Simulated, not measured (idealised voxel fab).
Module name: voxel self aligned contacts (process module)
The width of the displayed cross-section, cut, is 160 nm; its cells are square, with a size of 5 nm.
Think of the cross-section as a grid of square cells. We describe it in bands, top to bottom, and each band covers one or more rows of those cells. Band entry format. Leading values: height of top, height of bottom, nm. Remainder: materials in left-to-right order, each with its width in nm. Special words: "throughout" on a single material, which then fills the band edge to edge; "blank", empty space. Zero point of the height axis is 0; under it, received wafer = one material. Lowest band: continues down indefinitely, "0 -> down". A width such as "30->40" changes by the same amount from each row of cells to the next, from the band's top row to its bottom row. "same as before", as given for a step, is the statement that not any cell of the cross-section underwent a change during that step. You'll see "Enclosed cavity list" listing empty spaces that have no way open to the top, as long as they're 8 cells or more; the notation is width x height at distance, where the distance is from the left edge, and all of it is in nm. Heads up: the bit after the settings on a step's line is the simulator's remark on that step. If you see "overlay nm" on a step's line and that step has a mask, it's telling you how far right of where it was planned the mask ended up; a negative number means it went left instead.

So here's the lineup of process steps we planned
1) RECEIVE with material Si
2) CONFORMAL_DEP with material SiO2, thk nm 5
3) DIRECTIONAL_DEP with material polySi, thk nm 30
4) DIRECTIONAL_DEP with material SiN, thk nm 20
5) MASKED_ETCH with tone cover, mask id GATE, width nm 30, pitch nm 60, etch materials SiN, depth nm 20, overlay nm -15
6) MASKED_ETCH with tone cover, mask id GATE, width nm 30, pitch nm 60, etch materials polySi, depth nm 30, overlay nm 0
7) CONFORMAL_DEP with material SiN, thk nm 5
8) DIRECTIONAL_ETCH with etch materials SiN, depth nm 5
9) FILL_DEP with material SiO2, thk nm 20
10) CMP with height nm 65
11) DIRECTIONAL_DEP with material aC, thk nm 10
12) PATTERN with tone open, mask id CONTACT, material resist, width nm 40, thk nm 25, overlay nm 0
13) DIRECTIONAL_ETCH with etch materials aC, depth nm 10
14) STRIP with etch materials resist
15) DIRECTIONAL_ETCH with etch materials SiO2, depth nm 65
16) STRIP with etch materials aC
17) CONFORMAL_DEP with material TiN, thk nm 5
18) FILL_DEP with material Ru, thk nm 5
19) CMP with height nm 65
20) CONFORMAL_DEP with material SiCN, thk nm 5
Don't read the plan's overlay nm for step 5 as applying to every wafer: that's the first wafer's value, and the wafers differ in it, though they all start identical.

The first of several wafers in cross-section, exactly as it reached us after step 1
- 0 -> down  Si throughout
- Enclosed cavity list: none

Tabulated below, wafer by wafer, are the end-of-module results: for each material, the number of cells gained (+) or lost (-) relative to the as-received state, followed by the closed voids
overlay nm -15; +10 Ru; +32 SiCN; +88 SiN; +185 SiO2; +25 TiN; +108 polySi; Enclosed cavity list: none
overlay nm -10; +14 Ru; +32 SiCN; +88 SiN; +186 SiO2; +32 TiN; +96 polySi; Enclosed cavity list: none
overlay nm -5; +21 Ru; +32 SiCN; +88 SiN; +191 SiO2; +32 TiN; +84 polySi; Enclosed cavity list: none
overlay nm 0; +28 Ru; +32 SiCN; +88 SiN; +196 SiO2; +32 TiN; +72 polySi; Enclosed cavity list: none
overlay nm 5; +21 Ru; +32 SiCN; +88 SiN; +191 SiO2; +32 TiN; +84 polySi; Enclosed cavity list: none
overlay nm 10; +14 Ru; +32 SiCN; +88 SiN; +186 SiO2; +32 TiN; +96 polySi; Enclosed cavity list: none
overlay nm 15; +10 Ru; +32 SiCN; +88 SiN; +185 SiO2; +25 TiN; +108 polySi; Enclosed cavity list: none
